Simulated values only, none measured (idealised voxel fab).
process module | voxel transistor to metal
cross-section cut | 165 nm wide | cells 5 nm
A cross-section is a grid of square cells, given in bands from the top down. A band is one or more rows of cells.
Each band's line starts with the height of the band's top and of its bottom, in nm. Then come its materials from left to right, each with its width in nm. One material with "throughout" fills the band from edge to edge. "air" is empty space.
Height 0 is the level under which the wafer as received is all one material. The lowest band goes on downwards, as in "0 down".
A width such as "30 to 40" changes by the same amount from each row of cells to the next, from the band's top row to its bottom row.
"no change" after a step means that no cell of the cross-section changed.
closed voids: empty space of 8 cells or more with no open way to the top, each as width x height at its distance from the left edge, in nm
after a step's settings: what the simulator itself notes on the step
overlay nm, on a step with a mask: how far to the right of its planned place the mask lay; to the left if negative
plan
1 op RECEIVE | material Si
2 op OXIDIZE | depth nm 5
3 op CONFORMAL_DEP | material SiN | thk nm 15
4 op DIRECTIONAL_DEP | material aC | thk nm 10
5 op PATTERN | tone cover | mask id ACTIVE | material resist | width nm 115 | thk nm 25 | overlay nm 0
6 op DIRECTIONAL_ETCH | etch materials aC | depth nm 10
7 op STRIP | etch materials resist
8 op DIRECTIONAL_ETCH | etch materials SiN | depth nm 15
9 op DIRECTIONAL_ETCH | etch materials SiO2 | depth nm 5
10 op DIRECTIONAL_ETCH | etch materials Si | depth nm 25
11 op STRIP | etch materials aC
12 op OXIDIZE | depth nm 5
13 op FILL_DEP | material SiO2 | thk nm 15
14 op CMP | height nm 15
15 op SELECTIVE_ETCH | etch materials SiO2 | depth nm 5
16 op STRIP | etch materials SiN
17 op SELECTIVE_ETCH | etch materials SiO2 | depth nm 5
18 op OXIDIZE | depth nm 5
19 op DIRECTIONAL_DEP | material polySi | thk nm 25
20 op DIRECTIONAL_DEP | material SiCN | thk nm 15
21 op PATTERN | tone cover | mask id GATE | material resist | width nm 35 | thk nm 20 | overlay nm 0
22 op DIRECTIONAL_ETCH | etch materials SiCN | depth nm 25
23 op DIRECTIONAL_ETCH | etch materials polySi | depth nm 35
24 op STRIP | etch materials resist
25 op CONFORMAL_DEP | material SiN | thk nm 5
26 op DIRECTIONAL_ETCH | etch materials SiN | depth nm 5
27 op DIRECTIONAL_ETCH | etch materials SiO2 | depth nm 5
28 op DIRECTIONAL_ETCH | etch materials Si | depth nm 15
29 op EPI | material pSi | thk nm 15
30 op FILL_DEP | material SiO2 | thk nm 10
31 op CMP | height nm 20
32 op STRIP | etch materials polySi
33 op SELECTIVE_ETCH | etch materials SiO2 | depth nm 5
34 op CONFORMAL_DEP | material HfO2 | thk nm 5
35 op CONFORMAL_DEP | material TiN | thk nm 5
36 op FILL_DEP | material W | thk nm 5
37 op CMP | height nm 15
38 op DIRECTIONAL_DEP | material SiO2 | thk nm 15
39 op DIRECTIONAL_DEP | material aC | thk nm 15
40 op PATTERN | tone open | mask id CONTACT | material resist | width nm 15 | pitch nm 80 | thk nm 35 | overlay nm 0
41 op DIRECTIONAL_ETCH | etch materials aC | depth nm 15
42 op STRIP | etch materials resist
43 op DIRECTIONAL_ETCH | etch materials SiO2 | depth nm 40
44 op STRIP | etch materials aC
45 op CONFORMAL_DEP | material TiN | thk nm 5
46 op FILL_DEP | material W | thk nm 10
47 op CMP | height nm 30
48 op CONFORMAL_DEP | material SiCN | thk nm 5
49 op DIRECTIONAL_DEP | material lowk | thk nm 20
50 op PATTERN | tone open | mask id METAL_1 | material resist | width nm 15 | pitch nm 80 | thk nm 15 | overlay nm 0
51 op DIRECTIONAL_ETCH | etch materials lowk | depth nm 20
52 op DIRECTIONAL_ETCH | etch materials SiCN | depth nm 5
53 op STRIP | etch materials resist
54 op CONFORMAL_DEP | material TiN | thk nm 5
55 op FILL_DEP | material Cu | thk nm 5
56 op CMP | height nm 55
57 op CONFORMAL_DEP | material SiCN | thk nm 5
58 op DIRECTIONAL_DEP | material SiO2 | thk nm 35
59 op PATTERN | tone open | mask id METAL_2 | material resist | width nm 15 | pitch nm 80 | thk nm 20 | overlay nm 0
60 op DIRECTIONAL_ETCH | etch materials SiO2 | depth nm 20
61 op STRIP | etch materials resist
62 op MASKED_ETCH | tone open | mask id METAL_2_HOLES | width nm 15 | pitch nm 80 | etch materials SiO2 | depth nm 15 | overlay nm 0
63 op MASKED_ETCH | tone open | mask id METAL_2_HOLES | width nm 15 | pitch nm 80 | etch materials SiCN | depth nm 5 | overlay nm 0
64 op CONFORMAL_DEP | material TiN | thk nm 5
65 op FILL_DEP | material Ru | thk nm 10
66 op CMP | height nm 95
67 op CONFORMAL_DEP | material SiCN | thk nm 5
as received, after step 1
  0 down: Si throughout
  closed voids: none
first wafer at the end, as planned
  100 to 95: SiCN throughout
  95 to 60: SiO2 35 | TiN 5 | Ru 5 | TiN 5 | SiO2 65 | TiN 5 | Ru 5 | TiN 5 | SiO2 35
  60 to 55: SiCN 35 | TiN 15 | SiCN 65 | TiN 15 | SiCN 35
  55 to 35: lowk 35 | TiN 5 | Cu 5 | TiN 5 | lowk 65 | TiN 5 | Cu 5 | TiN 5 | lowk 35
  35 to 30: SiCN 35 | TiN 15 | SiCN 65 | TiN 15 | SiCN 35
  30 to 15: SiO2 35 | TiN 5 | W 5 | TiN 5 | SiO2 65 | TiN 5 | W 5 | TiN 5 | SiO2 35
  15 to 10: SiO2 35 | TiN 5 | W 5 | TiN 5 | SiO2 10 | SiN 5 | HfO2 5 | TiN 5 | W 15 | TiN 5 | HfO2 5 | SiN 5 | SiO2 10 | TiN 5 | W 5 | TiN 5 | SiO2 35
  10 to 5: SiO2 35 | TiN 15 | SiO2 10 | SiN 5 | HfO2 5 | TiN 5 | W 15 | TiN 5 | HfO2 5 | SiN 5 | SiO2 10 | TiN 15 | SiO2 35
  5 to 0: SiO2 20 | SiN 5 | SiO2 10 | TiN 10 | pSi 15 | SiN 5 | HfO2 5 | TiN 5 | W 15 | TiN 5 | HfO2 5 | SiN 5 | pSi 15 | TiN 10 | SiO2 10 | SiN 5 | SiO2 20
  0 to -5: SiO2 20 | SiN 5 | SiO2 10 | TiN 10 | pSi 15 | SiN 5 | HfO2 5 | TiN 25 | HfO2 5 | SiN 5 | pSi 15 | TiN 10 | SiO2 10 | SiN 5 | SiO2 20
  -5 to -10: SiO2 35 | TiN 10 | pSi 15 | HfO2 45 | pSi 15 | TiN 10 | SiO2 35
  -10 to -25: SiO2 30 | pSi 30 | Si 45 | pSi 30 | SiO2 30
  -25 to -35: SiO2 30 | Si 105 | SiO2 30
  -35 down: Si throughout
  closed voids: none
second wafer at the end: like start, like plan, one mistake
  100 to 95: SiCN throughout
  95 to 60: SiO2 35 | TiN 5 | Ru 5 | TiN 5 | SiO2 65 | TiN 5 | Ru 5 | TiN 5 | SiO2 35
  60 to 55: SiCN 35 | TiN 15 | SiCN 65 | TiN 15 | SiCN 35
  55 to 35: lowk 35 | TiN 5 | Cu 5 | TiN 5 | lowk 65 | TiN 5 | Cu 5 | TiN 5 | lowk 35
  35 to 30: SiCN 35 | TiN 15 | SiCN 65 | TiN 15 | SiCN 35
  30 to 10: SiO2 35 | TiN 5 | W 5 | TiN 5 | SiO2 65 | TiN 5 | W 5 | TiN 5 | SiO2 35
  10 to 5: SiO2 35 | TiN 15 | SiO2 10 | SiN 5 | SiCN 35 | SiN 5 | SiO2 10 | TiN 15 | SiO2 35
  5 to -5: SiO2 20 | SiN 5 | SiO2 10 | TiN 10 | pSi 15 | SiN 5 | SiCN 35 | SiN 5 | pSi 15 | TiN 10 | SiO2 10 | SiN 5 | SiO2 20
  -5 to -10: SiO2 35 | TiN 10 | pSi 15 | SiO2 45 | pSi 15 | TiN 10 | SiO2 35
  -10 to -25: SiO2 30 | pSi 30 | Si 45 | pSi 30 | SiO2 30
  -25 to -35: SiO2 30 | Si 105 | SiO2 30
  -35 down: Si throughout
  closed voids: none
what went wrong: step 19 was left out
at the end the second wafer has, in cells: 17 fewer of HfO2 | 21 more of SiCN | 2 fewer of SiN | 18 more of SiO2 | 11 fewer of TiN | 9 fewer of W
